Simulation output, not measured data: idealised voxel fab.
process module | voxel ribs on slabs
cross-section cut | 215 nm wide | cells 5 nm
A cross-section is a grid of square cells, given in bands from the top down. A band is one or more rows of cells.
Each band's line starts with the height of the band's top and of its bottom, in nm. Then come its materials from left to right, each with its width in nm. One material with "throughout" fills the band from edge to edge. "air" is empty space.
Height 0 is the level under which the wafer as received is all one material. The lowest band goes on downwards, as in "0 down".
A width such as "30 to 40" changes by the same amount from each row of cells to the next, from the band's top row to its bottom row.
"no change" after a step means that no cell of the cross-section changed.
closed voids: empty space of 8 cells or more with no open way to the top, each as width x height at its distance from the left edge, in nm
after a step's settings: what the simulator itself notes on the step
overlay nm, on a step with a mask: how far to the right of its planned place the mask lay; to the left if negative
plan
1 op RECEIVE | material Si
2 op DIRECTIONAL_DEP | material SiO2 | thk nm 20
3 op DIRECTIONAL_DEP | material polySi | thk nm 25
4 op PATTERN | tone cover | mask id RIB | material resist | width nm 30 | thk nm 20 | overlay nm 0
5 op DIRECTIONAL_ETCH | etch materials polySi | depth nm 20
6 op STRIP | etch materials resist
7 op MASKED_ETCH | tone cover | mask id SLAB | width nm 70 | etch materials polySi | depth nm 5 | overlay nm 0
8 op FILL_DEP | material SiO2 | thk nm 25
9 op CMP | height nm 65
10 op DIRECTIONAL_DEP | material W | thk nm 10
11 op MASKED_ETCH | tone cover | mask id HEATER | width nm 40 | etch materials W | depth nm 10 | overlay nm 0
12 op CONFORMAL_DEP | material SiO2 | thk nm 10
first wafer, as planned
as received, after step 1
  0 down: Si throughout
  closed voids: none
after step 2
  20 to 0: SiO2 throughout
  below 0: unchanged
after step 3
  45 to 20: polySi throughout
  below 20: unchanged
after step 4
  65 to 45: air 90 | resist 30 | air 95
  below 45: unchanged
after step 5
  65 to 45: air 90 | resist 30 | air 95
  45 to 25: air 90 | polySi 30 | air 95
  below 25: unchanged
after step 6
  45 to 25: air 90 | polySi 30 | air 95
  below 25: unchanged
after step 7
  45 to 25: air 90 | polySi 30 | air 95
  25 to 20: air 70 | polySi 70 | air 75
  below 20: unchanged
after step 8
  70 to 45: SiO2 throughout
  45 to 25: SiO2 90 | polySi 30 | SiO2 95
  25 to 20: SiO2 70 | polySi 70 | SiO2 75
  below 20: unchanged
after step 9
  65 to 45: SiO2 throughout
  below 45: unchanged
after step 10
  75 to 65: W throughout
  below 65: unchanged
after step 11
  75 to 65: air 85 | W 40 | air 90
  below 65: unchanged
after step 12
  85 to 75: air 75 | SiO2 60 | air 80
  75 to 65: SiO2 85 | W 40 | SiO2 90
  below 65: unchanged
second wafer: like start, like plan, one mistake. Through step 7 it matches the first wafer
when step 8 should have ended
  70 to 20: polySi throughout
  below 20: unchanged
when step 9 should have ended
  65 to 20: polySi throughout
  below 20: unchanged
when step 10 should have ended
  75 to 65: W throughout
  below 65: unchanged
when step 11 should have ended
  75 to 65: air 85 | W 40 | air 90
  below 65: unchanged
when step 12 should have ended
  85 to 75: air 75 | SiO2 60 | air 80
  75 to 65: SiO2 85 | W 40 | SiO2 90
  below 65: unchanged
what went wrong: step 8 ran as: op FILL_DEP | material polySi | thk nm 25
at the end the second wafer has, in cells: 349 fewer of SiO2 | 349 more of polySi
